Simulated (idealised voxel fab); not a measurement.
process module | voxel capacitor over wiring
cross-section cut | 210 nm wide | cells 5 nm
A cross-section is a grid of square cells, given in bands from the top down. A band is one or more rows of cells.
Each band's line starts with the height of the band's top and of its bottom, in nm. Then come its materials from left to right, each with its width in nm. One material with "throughout" fills the band from edge to edge. "air" is empty space.
Height 0 is the level under which the wafer as received is all one material. The lowest band goes on downwards, as in "0 down".
A width such as "30 to 40" changes by the same amount from each row of cells to the next, from the band's top row to its bottom row.
"no change" after a step means that no cell of the cross-section changed.
closed voids: empty space of 8 cells or more with no open way to the top, each as width x height at its distance from the left edge, in nm
after a step's settings: what the simulator itself notes on the step
overlay nm, on a step with a mask: how far to the right of its planned place the mask lay; to the left if negative
plan
1 op RECEIVE | material Si
2 op CONFORMAL_DEP | material SiO2 | thk nm 10
3 op CONFORMAL_DEP | material SiCN | thk nm 5
4 op DIRECTIONAL_DEP | material lowk | thk nm 25
5 op PATTERN | tone open | mask id METAL_1 | material resist | width nm 25 | pitch nm 90 | thk nm 20 | overlay nm 0
6 op DIRECTIONAL_ETCH | etch materials lowk | depth nm 25
7 op DIRECTIONAL_ETCH | etch materials SiCN | depth nm 5
8 op STRIP | etch materials resist
9 op CONFORMAL_DEP | material TiN | thk nm 5
10 op FILL_DEP | material Ru | thk nm 10
11 op CMP | height nm 40
12 op CONFORMAL_DEP | material SiCN | thk nm 5
13 op DIRECTIONAL_DEP | material SiO2 | thk nm 20
14 op PATTERN | tone open | mask id PLUG_1 | material resist | width nm 15 | thk nm 20 | overlay nm 0
15 op DIRECTIONAL_ETCH | etch materials SiO2 | depth nm 20
16 op DIRECTIONAL_ETCH | etch materials SiCN | depth nm 5
17 op STRIP | etch materials resist
18 op EPI | material Ru | thk nm 10
19 op EPI | material Ru | thk nm 10
20 op EPI | material Ru | thk nm 5
21 op DIRECTIONAL_DEP | material TiN | thk nm 5
22 op DIRECTIONAL_DEP | material Al2O3 | thk nm 5
23 op DIRECTIONAL_DEP | material TiN | thk nm 5
24 op DIRECTIONAL_DEP | material aC | thk nm 15
25 op PATTERN | tone cover | mask id UPPER_PLATE | material resist | width nm 70 | thk nm 35 | overlay nm 0
26 op DIRECTIONAL_ETCH | etch materials aC | depth nm 15
27 op STRIP | etch materials resist
28 op DIRECTIONAL_ETCH | etch materials TiN | depth nm 5
29 op DIRECTIONAL_ETCH | etch materials Al2O3 | depth nm 5
30 op STRIP | etch materials aC
31 op DIRECTIONAL_DEP | material aC | thk nm 10
32 op PATTERN | tone cover | mask id LOWER_PLATE | material resist | width nm 80 | thk nm 25 | overlay nm 0
33 op DIRECTIONAL_ETCH | etch materials aC | depth nm 10
34 op STRIP | etch materials resist
35 op DIRECTIONAL_ETCH | etch materials TiN | depth nm 5
36 op STRIP | etch materials aC
37 op FILL_DEP | material SiO2 | thk nm 20
38 op CMP | height nm 95
39 op PATTERN | tone open | mask id PLUG_2 | material resist | width nm 15 | thk nm 20 | overlay nm 0
40 op DIRECTIONAL_ETCH | etch materials SiO2 | depth nm 15
41 op STRIP | etch materials resist
42 op CONFORMAL_DEP | material TiN | thk nm 5
43 op FILL_DEP | material W | thk nm 10
44 op CMP | height nm 95
45 op CONFORMAL_DEP | material SiN | thk nm 5
as received, after step 1
  0 down: Si throughout
  closed voids: none
first wafer at the end, as planned
  100 to 95: SiN throughout
  95 to 85: SiO2 65 | TiN 5 | W 5 | TiN 5 | SiO2 130
  85 to 75: SiO2 65 to 55 | TiN 15 to 70 | SiO2 130 to 85
  75 to 70: SiO2 55 | Al2O3 70 | SiO2 85
  70 to 65: SiO2 50 | TiN 80 | SiO2 80
  65 to 45: SiO2 55 | Ru 15 | SiO2 140
  45 to 40: SiCN 55 | Ru 15 | SiCN 140
  40 to 15: lowk 45 | TiN 5 | Ru 15 | TiN 5 | lowk 65 | TiN 5 | Ru 15 | TiN 5 | lowk 50
  15 to 10: SiCN 45 | TiN 25 | SiCN 65 | TiN 25 | SiCN 50
  10 to 0: SiO2 throughout
  0 down: Si throughout
  closed voids: none
second wafer at the end: like start, like plan, one mistake
  100 to 95: SiN throughout
  95 to 85: SiO2 65 | TiN 5 | W 5 | TiN 5 | SiO2 130
  85 to 80: SiO2 65 | TiN 15 | SiO2 130
  80 to 75: lowk throughout
  75 to 70: Al2O3 throughout
  70 to 65: TiN throughout
  65 to 45: SiO2 55 | Ru 15 | SiO2 140
  45 to 40: SiCN 55 | Ru 15 | SiCN 140
  40 to 15: lowk 45 | TiN 5 | Ru 15 | TiN 5 | lowk 65 | TiN 5 | Ru 15 | TiN 5 | lowk 50
  15 to 10: SiCN 45 | TiN 25 | SiCN 65 | TiN 25 | SiCN 50
  10 to 0: SiO2 throughout
  0 down: Si throughout
  closed voids: none
what went wrong: step 23 ran as: op DIRECTIONAL_DEP | material lowk | thk nm 5
at the end the second wafer has, in cells: 28 more of Al2O3 | 82 fewer of SiO2 | 12 more of TiN | 42 more of lowk
